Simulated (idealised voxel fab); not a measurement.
Process module in this document: voxel double patterning
Pictured: cross-section cut, 160 nm wide, on a grid of 5 nm square cells.
A cross-section is written here as square cells arranged in a grid, and it is given in bands from the top down, each band taking up one or more rows of cells. Band: top height; bottom height; in nm. Then, left to right: material with width in nm, for each material. "all across": a single material spanning edge to edge. "blank": empty space. Height 0 is the level under which the wafer as received is all one material. The lowest band goes on downwards, as in "0..down". When a width is written as two numbers, as in "30 to 40", the first number is the width in the top row of cells of the band and the second is the width in its bottom row, and the width changes by the same amount from each row to the next. "nothing was modified" for a step: no cell of the cross-section changed in that step. Heads up: "Sealed internal cavities" only lists the empty pockets with no open path to the top that are 8 cells or more, and it writes them as width x height at distance, distance from the left edge, in nm. Note: text after step settings on the step line = simulator remark on that step. overlay nm: on a step with a mask, how far right of its planned place the mask lay; negative means left.

[So here's the lineup of process steps we planned]
1 RECEIVE (material Si)
2 CONFORMAL_DEP (material SiO2; thk nm 5)
3 DIRECTIONAL_DEP (material TiN; thk nm 10)
4 DIRECTIONAL_DEP (material SiCN; thk nm 5)
5 PATTERN (tone open; mask id FIRST; material resist; width nm 15; pitch nm 50; thk nm 20; overlay nm 0)
6 DIRECTIONAL_ETCH (etch materials SiCN; depth nm 5)
7 STRIP (etch materials resist)
8 PATTERN (tone open; mask id SECOND; material resist; width nm 15; thk nm 20; overlay nm 0)
9 DIRECTIONAL_ETCH (etch materials SiCN; depth nm 5)
10 STRIP (etch materials resist)
11 DIRECTIONAL_ETCH (etch materials TiN; depth nm 10)
12 STRIP (etch materials SiCN)

[Wafer as received: cross-section following step 1]
> 0..down | Si all across
> Sealed internal cavities: none

[Here's the wafer cut in cross-section after the module, started and planned just like above, except one thing was done wrong in the run]
> 15..5 | 45 blank | 15 TiN | 35 blank | 15 TiN | 50 blank
> 5..0 | SiO2 all across
> 0..down | Si all across
> Sealed internal cavities: none
What broke from the plan during processing? step 5 deviated from plan and actually ran as PATTERN (tone cover; mask id FIRST; material resist; width nm 15; pitch nm 50; thk nm 20; overlay nm 0)
